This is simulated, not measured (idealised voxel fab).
The document below concerns the process module designated voxel transistor to metal.
FYI the section here is cut, 190 nm wide, cells are 5 nm squares.
Just so we're on the same page, the cross-sections are grids of square cells, and they're listed out in bands top to bottom, each band one or more rows deep. This entry defines a band. It first specifies the height of the band's top and the height of its bottom in nm, and then specifies the band's materials from left to right, stating each material with its width in nm. The word "throughout" identifies a single material that fills the band from edge to edge, while the word "air" identifies empty space. Measure heights from 0. That's the level where, below it, the as-received wafer is all one material. The lowest band is bottomless and extends downward; write it as in "from 0 down". So if you see something like "30 to 40" for the width, read it as the top row of the band sitting at the first number and the bottom row at the second, with every row in between moving by the same amount as the last. Any step labelled "nothing changed" changed none of the cells in the cross-section. "Voids, sealed" enumerates empty spaces isolated from the top, with no open way to it, that contain at least 8 cells, giving each as width x height at distance from the left edge, all three in nm. Whatever follows a step's settings on its line is a remark the simulator itself makes about that step. overlay nm: for a step with a mask, the amount by which the mask lay right of where it was planned; a negative amount means left of it.
The steps planned for the process are as follows
| 1 | RECEIVE | material Si |
| 2 | OXIDIZE | depth nm 5 |
| 3 | CONFORMAL_DEP | material SiN | thk nm 10 |
| 4 | MASKED_ETCH | tone cover | mask id ACTIVE | width nm 100 | etch materials SiN | depth nm 10 | overlay nm 0 |
| 5 | MASKED_ETCH | tone cover | mask id ACTIVE | width nm 100 | etch materials SiO2 | depth nm 5 | overlay nm 0 |
| 6 | MASKED_ETCH | tone cover | mask id ACTIVE | width nm 100 | etch materials Si | depth nm 35 | overlay nm 0 |
| 7 | OXIDIZE | depth nm 5 |
| 8 | FILL_DEP | material SiO2 | thk nm 15 |
| 9 | CMP | height nm 10 |
| 10 | SELECTIVE_ETCH | etch materials SiO2 | depth nm 5 |
| 11 | STRIP | etch materials SiN |
| 12 | SELECTIVE_ETCH | etch materials SiO2 | depth nm 5 |
| 13 | OXIDIZE | depth nm 5 |
| 14 | DIRECTIONAL_DEP | material polySi | thk nm 20 |
| 15 | DIRECTIONAL_DEP | material SiCN | thk nm 10 |
| 16 | PATTERN | tone cover | mask id GATE | material resist | width nm 20 | thk nm 20 | overlay nm 0 |
| 17 | DIRECTIONAL_ETCH | etch materials SiCN | depth nm 20 |
| 18 | DIRECTIONAL_ETCH | etch materials polySi | depth nm 30 |
| 19 | STRIP | etch materials resist |
| 20 | CONFORMAL_DEP | material SiO2 | thk nm 5 |
| 21 | DIRECTIONAL_ETCH | etch materials SiO2 | depth nm 5 |
| 22 | CONFORMAL_DEP | material SiN | thk nm 10 |
| 23 | DIRECTIONAL_ETCH | etch materials SiN | depth nm 10 |
| 24 | DIRECTIONAL_ETCH | etch materials SiO2 | depth nm 5 |
| 25 | DIRECTIONAL_ETCH | etch materials Si | depth nm 10 |
| 26 | EPI | material nSi | thk nm 15 |
| 27 | FILL_DEP | material SiO2 | thk nm 10 |
| 28 | CMP | height nm 25 |
| 29 | DIRECTIONAL_DEP | material SiO2 | thk nm 15 |
| 30 | PATTERN | tone open | mask id CONTACT | material resist | width nm 15 | pitch nm 75 | thk nm 20 | overlay nm 0 |
| 31 | DIRECTIONAL_ETCH | etch materials SiO2 | depth nm 35 |
| 32 | STRIP | etch materials resist |
| 33 | CONFORMAL_DEP | material TiN | thk nm 5 |
| 34 | FILL_DEP | material Ru | thk nm 10 |
| 35 | CMP | height nm 40 |
| 36 | CONFORMAL_DEP | material SiCN | thk nm 5 |
| 37 | DIRECTIONAL_DEP | material lowk | thk nm 15 |
| 38 | PATTERN | tone open | mask id METAL_1 | material resist | width nm 15 | pitch nm 75 | thk nm 20 | overlay nm 0 |
| 39 | DIRECTIONAL_ETCH | etch materials lowk | depth nm 15 |
| 40 | DIRECTIONAL_ETCH | etch materials SiCN | depth nm 5 |
| 41 | STRIP | etch materials resist |
| 42 | CONFORMAL_DEP | material TiN | thk nm 5 |
| 43 | FILL_DEP | material Ru | thk nm 5 |
| 44 | CMP | height nm 60 |
| 45 | CONFORMAL_DEP | material SiN | thk nm 5 |
as received, after step 1
- from 0 down = Si throughout
- Voids, sealed: none
The first of the two wafers as seen in cross-section once the module was finished; processing followed the plan
- from 65 to 60 = SiN throughout
- from 60 to 45 = lowk 50 nm | TiN 5 nm | Ru 5 nm | TiN 5 nm | lowk 60 nm | TiN 5 nm | Ru 5 nm | TiN 5 nm | lowk 50 nm
- from 45 to 40 = SiCN 50 nm | TiN 15 nm | SiCN 60 nm | TiN 15 nm | SiCN 50 nm
- from 40 to 25 = SiO2 50 nm | TiN 5 nm | Ru 5 nm | TiN 5 nm | SiO2 60 nm | TiN 5 nm | Ru 5 nm | TiN 5 nm | SiO2 50 nm
- from 25 to 15 = SiO2 50 nm | TiN 5 nm | Ru 5 nm | TiN 5 nm | SiO2 5 nm | SiN 10 nm | SiO2 5 nm | SiCN 20 nm | SiO2 5 nm | SiN 10 nm | SiO2 5 nm | TiN 5 nm | Ru 5 nm | TiN 5 nm | SiO2 50 nm
- from 15 to 10 = SiO2 50 nm | TiN 5 nm | Ru 5 nm | TiN 5 nm | SiO2 5 nm | SiN 10 nm | SiO2 5 nm | polySi 20 nm | SiO2 5 nm | SiN 10 nm | SiO2 5 nm | TiN 5 nm | Ru 5 nm | TiN 5 nm | SiO2 50 nm
- from 10 to 5 = SiO2 50 nm | TiN 15 nm | SiO2 5 nm | SiN 10 nm | SiO2 5 nm | polySi 20 nm | SiO2 5 nm | SiN 10 nm | SiO2 5 nm | TiN 15 nm | SiO2 50 nm
- from 5 to 0 = SiO2 50 nm | nSi 20 nm | SiN 10 nm | SiO2 5 nm | polySi 20 nm | SiO2 5 nm | SiN 10 nm | nSi 20 nm | SiO2 50 nm
- from 0 to -5 = SiO2 45 nm | SiN 10 nm | nSi 15 nm | SiN 10 nm | SiO2 5 nm | polySi 20 nm | SiO2 5 nm | SiN 10 nm | nSi 15 nm | SiN 10 nm | SiO2 45 nm
- from -5 to -10 = SiO2 55 nm | nSi 15 nm | SiO2 50 nm | nSi 15 nm | SiO2 55 nm
- from -10 to -20 = SiO2 50 nm | Si 5 nm | nSi 15 nm | Si 50 nm | nSi 15 nm | Si 5 nm | SiO2 50 nm
- from -20 to -45 = SiO2 50 nm | Si 90 nm | SiO2 50 nm
- from -45 down = Si throughout
- Voids, sealed: none
Cross-section at end of module for the second wafer of two, which matched the first in starting point and plan and differed by one mistake in its processing
- from 65 to 60 = SiN throughout
- from 60 to 45 = lowk 50 nm | TiN 5 nm | Ru 5 nm | TiN 5 nm | lowk 60 nm | TiN 5 nm | Ru 5 nm | TiN 5 nm | lowk 50 nm
- from 45 to 40 = SiCN 50 nm | TiN 15 nm | SiCN 60 nm | TiN 15 nm | SiCN 50 nm
- from 40 to 25 = SiO2 50 nm | TiN 5 nm | Ru 5 nm | TiN 5 nm | SiO2 60 nm | TiN 5 nm | Ru 5 nm | TiN 5 nm | SiO2 50 nm
- from 25 to 15 = SiO2 50 nm | TiN 5 nm | Ru 5 nm | TiN 5 nm | SiO2 20 nm | SiCN 20 nm | SiO2 20 nm | TiN 5 nm | Ru 5 nm | TiN 5 nm | SiO2 50 nm
- from 15 to 10 = SiO2 50 nm | TiN 5 nm | Ru 5 nm | TiN 5 nm | SiO2 20 nm | polySi 20 nm | SiO2 20 nm | TiN 5 nm | Ru 5 nm | TiN 5 nm | SiO2 50 nm
- from 10 to 5 = SiO2 50 nm | TiN 15 nm | SiO2 20 nm | polySi 20 nm | SiO2 20 nm | TiN 15 nm | SiO2 50 nm
- from 5 to -5 = SiO2 65 nm | nSi 15 nm | SiO2 5 nm | polySi 20 nm | SiO2 5 nm | nSi 15 nm | SiO2 65 nm
- from -5 to -10 = SiO2 45 nm | nSi 35 nm | SiO2 30 nm | nSi 35 nm | SiO2 45 nm
- from -10 to -20 = SiO2 50 nm | nSi 30 nm | Si 30 nm | nSi 30 nm | SiO2 50 nm
- from -20 to -45 = SiO2 50 nm | Si 90 nm | SiO2 50 nm
- from -45 down = Si throughout
- Voids, sealed: none
Diagnosis: the plan's step 22 went unexecuted, having been skipped
Final difference in cells, second wafer against first, listed per material as more or fewer: Si: 12 fewer, SiN: 28 fewer, SiO2: 22 more, nSi: 18 more
